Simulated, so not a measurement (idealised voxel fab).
The process module that follows is named voxel released beams.
Cross-section cut: width 235 nm, square cells of 5 nm.
When this document writes out a cross-section, it uses a grid of square cells and lists it as bands, beginning at the top and moving down, with a band standing for one or more rows of cells.
In this notation a band is specified by the heights of its top and bottom, in that order and in nm, after which its materials appear from left to right, each paired with its width in nm. The word "full width" attached to a single material means that material fills the band from edge to edge; the word "blank" stands for empty space.
Height 0 is the level under which the wafer as received is all one material. The lowest band goes on downwards, as in "top 0, no bottom".
The two numbers in a width such as "30..40" mark its ends across the band: the first belongs to the top row of cells, the second to the bottom row, and from each row to the next the width moves by the same amount.
"stayed the same" (step): cross-section cells unchanged, all of them.
This entry, "Encapsulated voids", enumerates those empty regions of no fewer than 8 cells that possess no open connection to the top. Each region is reported in the form width x height at distance, the distance being taken from the left edge, with all three quantities expressed in nm.
What comes after the settings on a step's line is commentary from the simulator itself on that step.
On any step carrying a mask, the "overlay nm" setting, if present on the step's line, tells how far right of its planned place the mask lay; negative values point to the left.
List of planned process steps
step 1: RECEIVE,material Si
step 2: CONFORMAL_DEP,material Al2O3,thk nm 5
step 3: DIRECTIONAL_DEP,material SiO2,thk nm 20
step 4: MASKED_ETCH,tone open,mask id ANCHOR,width nm 30,etch materials SiO2,depth nm 20,overlay nm -15
step 5: CONFORMAL_DEP,material W,thk nm 10
step 6: MASKED_ETCH,tone cover,mask id BEAM,width nm 100,etch materials W,depth nm 10,overlay nm 0
step 7: STRIP,etch materials SiO2
The value of overlay nm given for step 4 in the plan refers to the first wafer; the wafers vary in this setting and are alike at the start.
Received wafers, first of several: cross-section after step 1
> top 0, no bottom: Si full width
> Encapsulated voids: none
So in this table every wafer gets its own row, and what you see is where it stands at the end of the module: for each material, how many cells it picked up (+) or gave up (-) since we received it, and after that its closed voids
overlay nm -15 | +47 Al2O3 | +56 W | Encapsulated voids: none
overlay nm -10 | +47 Al2O3 | +56 W | Encapsulated voids: none
overlay nm -5 | +47 Al2O3 | +56 W | Encapsulated voids: none
overlay nm 0 | +47 Al2O3 | +56 W | Encapsulated voids: none
overlay nm 5 | +47 Al2O3 | +56 W | Encapsulated voids: none
overlay nm 10 | +47 Al2O3 | +56 W | Encapsulated voids: none
overlay nm 15 | +47 Al2O3 | +56 W | Encapsulated voids: none
